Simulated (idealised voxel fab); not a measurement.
process module | voxel ribs on slabs
cross-section cut | 220 nm wide | cells 5 nm
A cross-section is a grid of square cells, given in bands from the top down. A band is one or more rows of cells.
Each band's line starts with the height of the band's top and of its bottom, in nm. Then come its materials from left to right, each with its width in nm. One material with "throughout" fills the band from edge to edge. "air" is empty space.
Height 0 is the level under which the wafer as received is all one material. The lowest band goes on downwards, as in "0 down".
A width such as "30 to 40" changes by the same amount from each row of cells to the next, from the band's top row to its bottom row.
"no change" after a step means that no cell of the cross-section changed.
closed voids: empty space of 8 cells or more with no open way to the top, each as width x height at its distance from the left edge, in nm
after a step's settings: what the simulator itself notes on the step
overlay nm, on a step with a mask: how far to the right of its planned place the mask lay; to the left if negative
plan
1 op RECEIVE | material Si
2 op DIRECTIONAL_DEP | material SiO2 | thk nm 20
3 op DIRECTIONAL_DEP | material SiN | thk nm 15
4 op PATTERN | tone cover | mask id RIB | material resist | width nm 20 | thk nm 15 | overlay nm 0
5 op DIRECTIONAL_ETCH | etch materials SiN | depth nm 10
6 op STRIP | etch materials resist
7 op PATTERN | tone cover | mask id SLAB | material resist | width nm 50 | thk nm 20 | overlay nm 0
8 op DIRECTIONAL_ETCH | etch materials SiN | depth nm 5
9 op STRIP | etch materials resist
10 op FILL_DEP | material SiO2 | thk nm 20
11 op CMP | height nm 45
12 op DIRECTIONAL_DEP | material W | thk nm 5
13 op PATTERN | tone cover | mask id HEATER | material resist | width nm 30 | thk nm 20 | overlay nm 0
14 op DIRECTIONAL_ETCH | etch materials W | depth nm 5
15 op STRIP | etch materials resist
16 op CONFORMAL_DEP | material SiN | thk nm 10
varied across the wafers: width nm of step 7. The plan shows the first wafer's value. All wafers start alike
first wafer as received, after step 1
  0 down: Si throughout
  closed voids: none
each wafer at the end: cells of each material gained (+) or lost (-) since it was received, then its closed voids
width nm 50 | +110 SiN | +378 SiO2 | +6 W | closed voids: none
width nm 55 | +111 SiN | +377 SiO2 | +6 W | closed voids: none
width nm 60 | +112 SiN | +376 SiO2 | +6 W | closed voids: none
width nm 65 | +113 SiN | +375 SiO2 | +6 W | closed voids: none
width nm 70 | +114 SiN | +374 SiO2 | +6 W | closed voids: none
width nm 75 | +115 SiN | +373 SiO2 | +6 W | closed voids: none
